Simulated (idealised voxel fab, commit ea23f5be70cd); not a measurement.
The process module presented herein is designated voxel self aligned contacts.
This is section cut - it's 270 nm across, gridded in 5 nm square cells.
We lay out every cross-section as a grid of square cells and spell it out in bands from the top down, where one band means one or more rows of cells.
What a band's entry tells you: where the top is and where the bottom is, as heights in nm, and after that what lies inside, material by material from left to right, each with its width in nm. Empty space is written as the word "blank", and a single material marked with the word "full width" occupies the band from edge to edge.
Heights from 0 (as-received wafer is one material below). Bottom band endless downward, as "top 0, no bottom".
So if you see something like "30 to 40" for the width, read it as the top row of the band sitting at the first number and the bottom row at the second, with every row in between moving by the same amount as the last.
Basically "all unchanged" means that step didn't change any cell in the cross-section.
Closed void register: empty space of 8 cells or more with no open way to the top, each as width x height at its distance from the left edge, in nm
Anything after a step's settings on that line? It's the simulator's own note about the step.
overlay nm: on a step with a mask, how far right of its planned place the mask lay; negative means left.
List of planned process steps
1: RECEIVE, material Si
2: OXIDIZE, depth nm 5
3: DIRECTIONAL_DEP, material polySi, thk nm 25
4: DIRECTIONAL_DEP, material SiN, thk nm 25
5: DIRECTIONAL_DEP, material aC, thk nm 15
6: PATTERN, tone cover, mask id GATE, material resist, width nm 35, pitch nm 80, thk nm 30, overlay nm 0
7: DIRECTIONAL_ETCH, etch materials aC, depth nm 15
8: STRIP, etch materials resist
9: DIRECTIONAL_ETCH, etch materials SiN, depth nm 25
10: DIRECTIONAL_ETCH, etch materials polySi, depth nm 25
11: STRIP, etch materials aC
12: CONFORMAL_DEP, material SiN, thk nm 10
13: DIRECTIONAL_ETCH, etch materials SiN, depth nm 10
14: FILL_DEP, material SiO2, thk nm 15
15: CMP, height nm 60
16: DIRECTIONAL_DEP, material aC, thk nm 10
17: PATTERN, tone open, mask id CONTACT, material resist, width nm 65, thk nm 25, overlay nm 0
18: DIRECTIONAL_ETCH, etch materials aC, depth nm 10
19: STRIP, etch materials resist
20: DIRECTIONAL_ETCH, etch materials SiO2, depth nm 65
21: STRIP, etch materials aC
22: CONFORMAL_DEP, material TiN, thk nm 5
23: FILL_DEP, material Ru, thk nm 10
24: CMP, height nm 60
25: CONFORMAL_DEP, material SiN, thk nm 5
First of two wafers - as planned
Incoming wafer in cross-section (state: after step 1)
    top 0, no bottom | Si full width
    Closed void register: none
Wafer section view after processing step 2
    top 0, bottom -5 | SiO2 full width
    For the remainder of the cross-section, below -5, there is no change.
Wafer section view after processing step 3
    top 25, bottom 0 | polySi full width
    For the remainder of the cross-section, below 0, there is no change.
Wafer section view after processing step 4
    top 50, bottom 25 | SiN full width
    For the remainder of the cross-section, below 25, there is no change.
Wafer section view after processing step 5
    top 65, bottom 50 | aC full width
    For the remainder of the cross-section, below 50, there is no change.
Wafer section view after processing step 6
    top 95, bottom 65 | blank=75 / resist=35 / blank=45 / resist=35 / blank=80
    For the remainder of the cross-section, below 65, there is no change.
Wafer section view after processing step 7
    top 80, bottom 65 | blank=75 / resist=35 / blank=45 / resist=35 / blank=80
    top 65, bottom 50 | blank=75 / aC=35 / blank=45 / aC=35 / blank=80
    For the remainder of the cross-section, below 50, there is no change.
Wafer section view after processing step 8
    top 65, bottom 50 | blank=75 / aC=35 / blank=45 / aC=35 / blank=80
    For the remainder of the cross-section, below 50, there is no change.
Wafer section view after processing step 9
    top 65, bottom 50 | blank=75 / aC=35 / blank=45 / aC=35 / blank=80
    top 50, bottom 25 | blank=75 / SiN=35 / blank=45 / SiN=35 / blank=80
    For the remainder of the cross-section, below 25, there is no change.
Wafer section view after processing step 10
    top 65, bottom 50 | blank=75 / aC=35 / blank=45 / aC=35 / blank=80
    top 50, bottom 25 | blank=75 / SiN=35 / blank=45 / SiN=35 / blank=80
    top 25, bottom 0 | blank=75 / polySi=35 / blank=45 / polySi=35 / blank=80
    For the remainder of the cross-section, below 0, there is no change.
Wafer section view after processing step 11
    top 50, bottom 25 | blank=75 / SiN=35 / blank=45 / SiN=35 / blank=80
    For the remainder of the cross-section, below 25, there is no change.
Wafer section view after processing step 12
    top 60, bottom 25 | blank=65 / SiN=55 / blank=25 / SiN=55 / blank=70
    top 25, bottom 10 | blank=65 / SiN=10 / polySi=35 / SiN=10 / blank=25 / SiN=10 / polySi=35 / SiN=10 / blank=70
    top 10, bottom 0 | SiN=75 / polySi=35 / SiN=45 / polySi=35 / SiN=80
    For the remainder of the cross-section, below 0, there is no change.
Wafer section view after processing step 13
    top 50, bottom 25 | blank=65 / SiN=55 / blank=25 / SiN=55 / blank=70
    top 25, bottom 0 | blank=65 / SiN=10 / polySi=35 / SiN=10 / blank=25 / SiN=10 / polySi=35 / SiN=10 / blank=70
    For the remainder of the cross-section, below 0, there is no change.
Wafer section view after processing step 14
    top 65, bottom 50 | SiO2 full width
    top 50, bottom 25 | SiO2=65 / SiN=55 / SiO2=25 / SiN=55 / SiO2=70
    top 25, bottom 0 | SiO2=65 / SiN=10 / polySi=35 / SiN=10 / SiO2=25 / SiN=10 / polySi=35 / SiN=10 / SiO2=70
    For the remainder of the cross-section, below 0, there is no change.
Wafer section view after processing step 15
    top 60, bottom 50 | SiO2 full width
    For the remainder of the cross-section, below 50, there is no change.
Wafer section view after processing step 16
    top 70, bottom 60 | aC full width
    For the remainder of the cross-section, below 60, there is no change.
Wafer section view after processing step 17
    top 95, bottom 70 | resist=100 / blank=65 / resist=105
    For the remainder of the cross-section, below 70, there is no change.
Wafer section view after processing step 18
    top 85, bottom 70 | resist=100 / blank=65 / resist=105
    top 70, bottom 60 | aC=100 / blank=65 / aC=105
    For the remainder of the cross-section, below 60, there is no change.
Wafer section view after processing step 19
    top 70, bottom 60 | aC=100 / blank=65 / aC=105
    For the remainder of the cross-section, below 60, there is no change.
Wafer section view after processing step 20
    top 70, bottom 60 | aC=100 / blank=65 / aC=105
    top 60, bottom 50 | SiO2=100 / blank=65 / SiO2=105
    top 50, bottom 25 | SiO2=65 / SiN=55 / blank=25 / SiN=55 / SiO2=70
    top 25, bottom 0 | SiO2=65 / SiN=10 / polySi=35 / SiN=10 / blank=25 / SiN=10 / polySi=35 / SiN=10 / SiO2=70
    top 0, bottom -5 | SiO2=120 / blank=25 / SiO2=125
    For the remainder of the cross-section, below -5, there is no change.
Wafer section view after processing step 21
    top 60, bottom 50 | SiO2=100 / blank=65 / SiO2=105
    For the remainder of the cross-section, below 50, there is no change.
Wafer section view after processing step 22
    top 65, bottom 60 | TiN=105 / blank=55 / TiN=110
    top 60, bottom 50 | SiO2=100 / TiN=5 to 25 / blank=55 to 15 / TiN=5 to 25 / SiO2=105
    top 50, bottom 25 | SiO2=65 / SiN=55 / TiN=5 / blank=15 / TiN=5 / SiN=55 / SiO2=70
    top 25, bottom 0 | SiO2=65 / SiN=10 / polySi=35 / SiN=10 / TiN=5 / blank=15 / TiN=5 / SiN=10 / polySi=35 / SiN=10 / SiO2=70
    top 0, bottom -5 | SiO2=120 / TiN=25 / SiO2=125
    For the remainder of the cross-section, below -5, there is no change.
Wafer section view after processing step 23
    top 75, bottom 65 | Ru full width
    top 65, bottom 60 | TiN=105 / Ru=55 / TiN=110
    top 60, bottom 50 | SiO2=100 / TiN=5 to 25 / Ru=55 to 15 / TiN=5 to 25 / SiO2=105
    top 50, bottom 25 | SiO2=65 / SiN=55 / TiN=5 / Ru=15 / TiN=5 / SiN=55 / SiO2=70
    top 25, bottom 0 | SiO2=65 / SiN=10 / polySi=35 / SiN=10 / TiN=5 / Ru=15 / TiN=5 / SiN=10 / polySi=35 / SiN=10 / SiO2=70
    For the remainder of the cross-section, below 0, there is no change.
Wafer section view after processing step 24
    top 60, bottom 50 | SiO2=100 / TiN=5 to 25 / Ru=55 to 15 / TiN=5 to 25 / SiO2=105
    For the remainder of the cross-section, below 50, there is no change.
Wafer section view after processing step 25
    top 65, bottom 60 | SiN full width
    For the remainder of the cross-section, below 60, there is no change.
What follows concerns the second wafer, which started out like the first and was meant to follow the very same plan; one mistake crept in when it was run, but everything up to and including step 19 is the same as for the first wafer
Cross-section of the second wafer at the time step 20 of the plan should have ended
    top 70, bottom 60 | aC=100 / blank=65 / aC=105
    top 60, bottom 50 | SiO2=100 / blank=65 / SiO2=105
    top 50, bottom 25 | SiO2=65 / SiN=55 / blank=25 / SiN=55 / SiO2=70
    top 25, bottom 5 | SiO2=65 / SiN=10 / polySi=35 / SiN=10 / blank=25 / SiN=10 / polySi=35 / SiN=10 / SiO2=70
    For the remainder of the cross-section, below 5, there is no change.
Cross-section of the second wafer at the time step 21 of the plan should have ended
    top 60, bottom 50 | SiO2=100 / blank=65 / SiO2=105
    For the remainder of the cross-section, below 50, there is no change.
Cross-section of the second wafer at the time step 22 of the plan should have ended
    top 65, bottom 60 | TiN=105 / blank=55 / TiN=110
    top 60, bottom 50 | SiO2=100 / TiN=5 to 25 / blank=55 to 15 / TiN=5 to 25 / SiO2=105
    top 50, bottom 25 | SiO2=65 / SiN=55 / TiN=5 / blank=15 / TiN=5 / SiN=55 / SiO2=70
    top 25, bottom 10 | SiO2=65 / SiN=10 / polySi=35 / SiN=10 / TiN=5 / blank=15 / TiN=5 / SiN=10 / polySi=35 / SiN=10 / SiO2=70
    top 10, bottom 5 | SiO2=65 / SiN=10 / polySi=35 / SiN=10 / TiN=25 / SiN=10 / polySi=35 / SiN=10 / SiO2=70
    For the remainder of the cross-section, below 5, there is no change.
Cross-section of the second wafer at the time step 23 of the plan should have ended
    top 75, bottom 65 | Ru full width
    top 65, bottom 60 | TiN=105 / Ru=55 / TiN=110
    top 60, bottom 50 | SiO2=100 / TiN=5 to 25 / Ru=55 to 15 / TiN=5 to 25 / SiO2=105
    top 50, bottom 25 | SiO2=65 / SiN=55 / TiN=5 / Ru=15 / TiN=5 / SiN=55 / SiO2=70
    top 25, bottom 10 | SiO2=65 / SiN=10 / polySi=35 / SiN=10 / TiN=5 / Ru=15 / TiN=5 / SiN=10 / polySi=35 / SiN=10 / SiO2=70
    For the remainder of the cross-section, below 10, there is no change.
Cross-section of the second wafer at the time step 24 of the plan should have ended
    top 60, bottom 50 | SiO2=100 / TiN=5 to 25 / Ru=55 to 15 / TiN=5 to 25 / SiO2=105
    For the remainder of the cross-section, below 50, there is no change.
Cross-section of the second wafer at the time step 25 of the plan should have ended
    top 65, bottom 60 | SiN full width
    For the remainder of the cross-section, below 60, there is no change.
It is concluded that the wafer was processed incorrectly with respect to the plan, in that step 20 ran differently from the plan; actual operation with settings: DIRECTIONAL_ETCH, etch materials SiO2, depth nm 55
The final cell counts differ between the wafers, with the second having more or fewer of some materials than the first: Ru: 6 fewer, SiO2: 10 more, TiN: 4 fewer
